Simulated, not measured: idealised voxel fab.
process module | voxel spacer lines
cross-section cut | 300 nm wide | cells 5 nm
A cross-section is a grid of square cells, given in bands from the top down. A band is one or more rows of cells.
Each band's line starts with the height of the band's top and of its bottom, in nm. Then come its materials from left to right, each with its width in nm. One material with "throughout" fills the band from edge to edge. "air" is empty space.
Height 0 is the level under which the wafer as received is all one material. The lowest band goes on downwards, as in "0 down".
A width such as "30 to 40" changes by the same amount from each row of cells to the next, from the band's top row to its bottom row.
"no change" after a step means that no cell of the cross-section changed.
closed voids: empty space of 8 cells or more with no open way to the top, each as width x height at its distance from the left edge, in nm
after a step's settings: what the simulator itself notes on the step
overlay nm, on a step with a mask: how far to the right of its planned place the mask lay; to the left if negative
plan
1 op RECEIVE | material Si
2 op CONFORMAL_DEP | material Al2O3 | thk nm 5
3 op DIRECTIONAL_DEP | material TiN | thk nm 15
4 op DIRECTIONAL_DEP | material aC | thk nm 25
5 op PATTERN | tone cover | mask id MANDREL | material resist | width nm 15 | pitch nm 60 | thk nm 30 | overlay nm 0
6 op DIRECTIONAL_ETCH | etch materials aC | depth nm 25
7 op STRIP | etch materials resist
8 op CONFORMAL_DEP | material SiO2 | thk nm 15
9 op DIRECTIONAL_ETCH | etch materials SiO2 | depth nm 15
10 op STRIP | etch materials aC
11 op DIRECTIONAL_ETCH | etch materials TiN | depth nm 15
12 op STRIP | etch materials SiO2
first wafer, as planned
as received, after step 1
  0 down: Si throughout
  closed voids: none
after step 2
  5 to 0: Al2O3 throughout
  below 0: unchanged
after step 3
  20 to 5: TiN throughout
  below 5: unchanged
after step 4
  45 to 20: aC throughout
  below 20: unchanged
after step 5
  75 to 45: air 110 | resist 15 | air 45 | resist 15 | air 115
  below 45: unchanged
after step 6
  50 to 45: air 110 | resist 15 | air 45 | resist 15 | air 115
  45 to 20: air 110 | aC 15 | air 45 | aC 15 | air 115
  below 20: unchanged
after step 7
  45 to 20: air 110 | aC 15 | air 45 | aC 15 | air 115
  below 20: unchanged
after step 8
  60 to 45: air 95 | SiO2 45 | air 15 | SiO2 45 | air 100
  45 to 35: air 95 | SiO2 15 | aC 15 | SiO2 15 | air 15 | SiO2 15 | aC 15 | SiO2 15 | air 100
  35 to 20: SiO2 110 | aC 15 | SiO2 45 | aC 15 | SiO2 115
  below 20: unchanged
after step 9
  45 to 20: air 95 | SiO2 15 | aC 15 | SiO2 15 | air 15 | SiO2 15 | aC 15 | SiO2 15 | air 100
  below 20: unchanged
after step 10
  45 to 20: air 95 | SiO2 15 | air 15 | SiO2 15 | air 15 | SiO2 15 | air 15 | SiO2 15 | air 100
  below 20: unchanged
after step 11
  45 to 20: air 95 | SiO2 15 | air 15 | SiO2 15 | air 15 | SiO2 15 | air 15 | SiO2 15 | air 100
  20 to 5: air 95 | TiN 15 | air 15 | TiN 15 | air 15 | TiN 15 | air 15 | TiN 15 | air 100
  below 5: unchanged
after step 12
  20 to 5: air 95 | TiN 15 | air 15 | TiN 15 | air 15 | TiN 15 | air 15 | TiN 15 | air 100
  below 5: unchanged
second wafer: like start, like plan, one mistake. Through step 7 it matches the first wafer
when step 8 should have ended
  60 to 45: air 95 | TiN 45 | air 15 | TiN 45 | air 100
  45 to 35: air 95 | TiN 15 | aC 15 | TiN 15 | air 15 | TiN 15 | aC 15 | TiN 15 | air 100
  35 to 20: TiN 110 | aC 15 | TiN 45 | aC 15 | TiN 115
  below 20: unchanged
when step 9 should have ended: no change
when step 10 should have ended: no change
when step 11 should have ended
  45 to 20: air 95 | TiN 15 | aC 15 | TiN 15 | air 15 | TiN 15 | aC 15 | TiN 15 | air 100
  below 20: unchanged
when step 12 should have ended: no change
what went wrong: step 8 ran as: op CONFORMAL_DEP | material TiN | thk nm 15
at the end the second wafer has, in cells: 204 more of TiN | 30 more of aC
